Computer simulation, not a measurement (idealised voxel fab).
Presented below is a process module, voxel gate over fins.
FYI the section here is cut, 235 nm wide, cells are 5 nm squares.
Cross-section, as written here: a square-cell grid given band by band from the top down, where a band holds one or more rows of cells. The entry gives the band's vertical extent as a top height and a bottom height in nm, then its horizontal make-up as materials from left to right, each with a width in nm. "empty" stands for empty space; a single material marked "edge to edge" fills the band edge to edge. Basically, 0 is our baseline, since under it the wafer straight out of the box is all one material. The bottom band has no lower end and keeps on going down, so it looks like "0 nm and below". The notation "30..40" denotes a width that varies across the rows of cells in the band, beginning at the first number in the top row, finishing at the second number in the bottom row, and changing by an identical amount from each row to the next. It should be understood that the words "identical to before", when stated for a given step, signify that the cross-section underwent no change in any of its cells during that step. So "Closed void table" is basically the list of trapped voids: any empty space of 8 cells or more that can't reach the top through an opening. They're written width x height at distance, the distance being from the left edge, and it's all nm. Whatever follows a step's settings on its line is a remark the simulator itself makes about that step. What "overlay nm" on a step's line means: if the step has a mask, that mask lay this far to the right of its planned place, or, when the value is negative, to the left.
So here's the lineup of process steps we planned:
1: op RECEIVE | material Si
2: op CONFORMAL_DEP | material SiN | thk nm 10
3: op DIRECTIONAL_DEP | material aC | thk nm 15
4: op PATTERN | tone cover | mask id FINS | material resist | width nm 15 | pitch nm 50 | thk nm 30 | overlay nm 0
5: op DIRECTIONAL_ETCH | etch materials aC | depth nm 15
6: op STRIP | etch materials resist
7: op DIRECTIONAL_ETCH | etch materials SiN | depth nm 10
8: op DIRECTIONAL_ETCH | etch materials Si | depth nm 30
9: op STRIP | etch materials aC
10: op FILL_DEP | material SiO2 | thk nm 5
11: op CMP | height nm 10
12: op DIRECTIONAL_DEP | material aC | thk nm 15
13: op PATTERN | tone open | mask id RAIL | material resist | width nm 15 | thk nm 30 | overlay nm 0
14: op DIRECTIONAL_ETCH | etch materials aC | depth nm 15
15: op STRIP | etch materials resist
16: op DIRECTIONAL_ETCH | etch materials SiO2 | depth nm 35
17: op STRIP | etch materials aC
18: op CONFORMAL_DEP | material TiN | thk nm 5
19: op FILL_DEP | material W | thk nm 10
20: op CMP | height nm 10
21: op SELECTIVE_ETCH | etch materials W Ru TiN | depth nm 25
22: op FILL_DEP | material SiO2 | thk nm 5
23: op CMP | height nm 10
24: op SELECTIVE_ETCH | etch materials SiO2 | depth nm 20
25: op STRIP | etch materials SiN
26: op CONFORMAL_DEP | material HfO2 | thk nm 5
27: op CONFORMAL_DEP | material TiN | thk nm 5
28: op FILL_DEP | material W | thk nm 10
29: op CMP | height nm 15
30: op CONFORMAL_DEP | material SiCN | thk nm 10
Here's what the wafer looked like in cross-section when it arrived - that's after step 1:
0 nm and below | Si edge to edge
Closed void table: none
The module was run from the start shown above using the plan shown above, but one mistake was made doing it; the resulting wafer cross-section is below:
25 nm to 15 nm | SiCN edge to edge
15 nm to 10 nm | W edge to edge
10 nm to 5 nm | 50 of W, 35 of TiN, 15 of W, 35 of TiN, 15 of W, 35 of TiN, 50 of W
5 nm to 0 nm | 50 of W, 5 of TiN, 25 of HfO2, 5 of TiN, 15 of W, 5 of TiN, 25 of HfO2, 5 of TiN, 15 of W, 5 of TiN, 25 of HfO2, 5 of TiN, 50 of W
0 nm to -5 nm | 55 of TiN, 5 of HfO2, 15 of Si, 5 of HfO2, 25 of TiN, 5 of HfO2, 15 of Si, 5 of HfO2, 25 of TiN, 5 of HfO2, 15 of Si, 5 of HfO2, 55 of TiN
-5 nm to -10 nm | 60 of HfO2, 15 of Si, 35 of HfO2, 15 of Si, 35 of HfO2, 15 of Si, 60 of HfO2
-10 nm to -15 nm | 60 of SiO2, 15 of Si, 35 of SiO2, 15 of Si, 35 of SiO2, 15 of Si, 60 of SiO2
-15 nm to -20 nm | 60 of SiO2, 15 of Si, 5 of SiO2, 5 of TiN, 15 of W, 5 of TiN, 5 of SiO2, 15 of Si, 35 of SiO2, 15 of Si, 60 of SiO2
-20 nm to -25 nm | 60 of SiO2, 15 of Si, 5 of SiO2, 25 of TiN, 5 of SiO2, 15 of Si, 35 of SiO2, 15 of Si, 60 of SiO2
-25 nm to -30 nm | 60 of SiO2, 15 of Si, 35 of SiO2, 15 of Si, 35 of SiO2, 15 of Si, 60 of SiO2
-30 nm and below | Si edge to edge
Closed void table: none
Deviation noted in wafer processing: step 13 was processed under conditions differing from the plan, specifically as op PATTERN | tone open | mask id RAIL | material resist | width nm 25 | thk nm 30 | overlay nm 0
